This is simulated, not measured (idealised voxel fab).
The following process module bears the name voxel lift off.
290 nm wide, 5 nm square cells: that's cross-section cut.
How to read a cross-section here: the picture is a grid of square cells, written as bands going from the top down, and any band can span one or more rows of cells. Band: top height; bottom height; in nm. Then, left to right: material with width in nm, for each material. "edge to edge": a single material spanning edge to edge. "air": empty space. Height 0 is the level under which the wafer as received is all one material. The lowest band goes on downwards, as in "top 0, no bottom". The notation "30 to 40" denotes a width that varies across the rows of cells in the band, beginning at the first number in the top row, finishing at the second number in the bottom row, and changing by an identical amount from each row to the next. When a step is marked "remained the same", none of the cells in the cross-section changed during that step. So "Sealed void list" is basically the list of trapped voids: any empty space of 8 cells or more that can't reach the top through an opening. They're written width x height at distance, the distance being from the left edge, and it's all nm. Text after the settings on a step's line: the simulator's own remark on that step. Among the settings permitted on a step's line is "overlay nm"; applied to a step with a mask, it specifies the extent to which the mask lay to the right of its planned position, whereas a negative figure signifies a position to the left.

The following list gives the planned process steps
1) RECEIVE,material Si
2) CONFORMAL_DEP,material SiN,thk nm 15
3) PATTERN,tone open,mask id LINES,material resist,width nm 15,pitch nm 35,thk nm 15,overlay nm 0
4) DIRECTIONAL_DEP,material Ru,thk nm 5
5) STRIP,etch materials resist
6) CONFORMAL_DEP,material SiCN,thk nm 5
Across this set of wafers, the varied parameter is the thk nm of step 6. Starting conditions are identical for every wafer, and the plan reports the value assigned to the first wafer.

First wafer as received, after step 1
- top 0, no bottom | Si edge to edge
- Sealed void list: none

Take any row and you have a wafer at the end of the module: how many cells of each material it has gained (+) or lost (-) since it was received, and then its closed voids
thk nm 5, +12 Ru, +66 SiCN, +174 SiN, Sealed void list: none
thk nm 10, +12 Ru, +132 SiCN, +174 SiN, Sealed void list: none
thk nm 15, +12 Ru, +192 SiCN, +174 SiN, Sealed void list: none
thk nm 20, +12 Ru, +252 SiCN, +174 SiN, Sealed void list: none
thk nm 25, +12 Ru, +312 SiCN, +174 SiN, Sealed void list: none
